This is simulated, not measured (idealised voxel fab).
Name of the process module below: voxel spacer lines
It is cross-section cut that appears here, measuring 230 nm in width, its square cells being 5 nm in size.
How to read a cross-section here: the picture is a grid of square cells, written as bands going from the top down, and any band can span one or more rows of cells. Band: top and bottom heights (nm) first, top before bottom; then materials from left to right, widths in nm. "everywhere" marks a sole material filling the band edge to edge. "air" denotes empty space. Height is counted from the level 0, under which the received wafer is composed throughout of one material. The lowest of the bands is not closed at the bottom but continues downward, in the notation "z 0 and below". Per-row width for "30->40": begins at first number (top row of band), ends at second number (bottom row), increment between rows held constant. "everything unchanged" means the step left every cell of the cross-section as it was. Listed in "Closed void inventory": every empty space of 8 or more cells without an open way to the top. Form: width x height at distance, the distance being from the left edge, all in nm. Text after the settings on a step's line: the simulator's own remark on that step. If you see "overlay nm" on a step's line and that step has a mask, it's telling you how far right of where it was planned the mask ended up; a negative number means it went left instead.
HERE'S WHAT THE PLANNED PROCESS STEPS LOOK LIKE
- 1: RECEIVE,material Si
- 2: CONFORMAL_DEP,material Al2O3,thk nm 5
- 3: DIRECTIONAL_DEP,material SiN,thk nm 20
- 4: DIRECTIONAL_DEP,material aC,thk nm 20
- 5: PATTERN,tone cover,mask id MANDREL,material resist,width nm 15,pitch nm 50,thk nm 25,overlay nm 0
- 6: DIRECTIONAL_ETCH,etch materials aC,depth nm 20
- 7: STRIP,etch materials resist
- 8: CONFORMAL_DEP,material SiO2,thk nm 10
- 9: DIRECTIONAL_ETCH,etch materials SiO2,depth nm 10
- 10: STRIP,etch materials aC
- 11: DIRECTIONAL_ETCH,etch materials SiN,depth nm 20
- 12: STRIP,etch materials SiO2
- 13: FILL_DEP,material lowk,thk nm 10
- 14: CMP,height nm 25
HERE'S WHAT THE WAFER LOOKED LIKE IN CROSS-SECTION WHEN IT ARRIVED - THAT'S AFTER STEP 1
    z 0 and below = Si everywhere
    Closed void inventory: none
FIRST WAFER OF TWO, SECTIONED AT END OF MODULE; RUN WENT PER PLAN
    z 25 to 5 = lowk 45  SiN 10  lowk 15  SiN 10  lowk 15  SiN 10  lowk 15  SiN 10  lowk 15  SiN 10  lowk 15  SiN 10  lowk 50
    z 5 to 0 = Al2O3 everywhere
    z 0 and below = Si everywhere
    Closed void inventory: none
CROSS-SECTION AT END OF MODULE FOR THE SECOND WAFER OF TWO, WHICH MATCHED THE FIRST IN STARTING POINT AND PLAN AND DIFFERED BY ONE MISTAKE IN ITS PROCESSING
    z 25 to 5 = lowk 45  SiN 10  lowk 15  SiN 10  lowk 15  SiN 10  lowk 15  SiN 10  lowk 15  SiN 10  lowk 15  SiN 10  lowk 50
    z 5 to 0 = aC everywhere
    z 0 and below = Si everywhere
    Closed void inventory: none
Deviation noted in wafer processing: not per plan at step 2, really ran CONFORMAL_DEP,material aC,thk nm 5
Bottom line after processing is that, in cells, the second wafer is up or down on some materials versus the first: 46 fewer of Al2O3; 46 more of aC
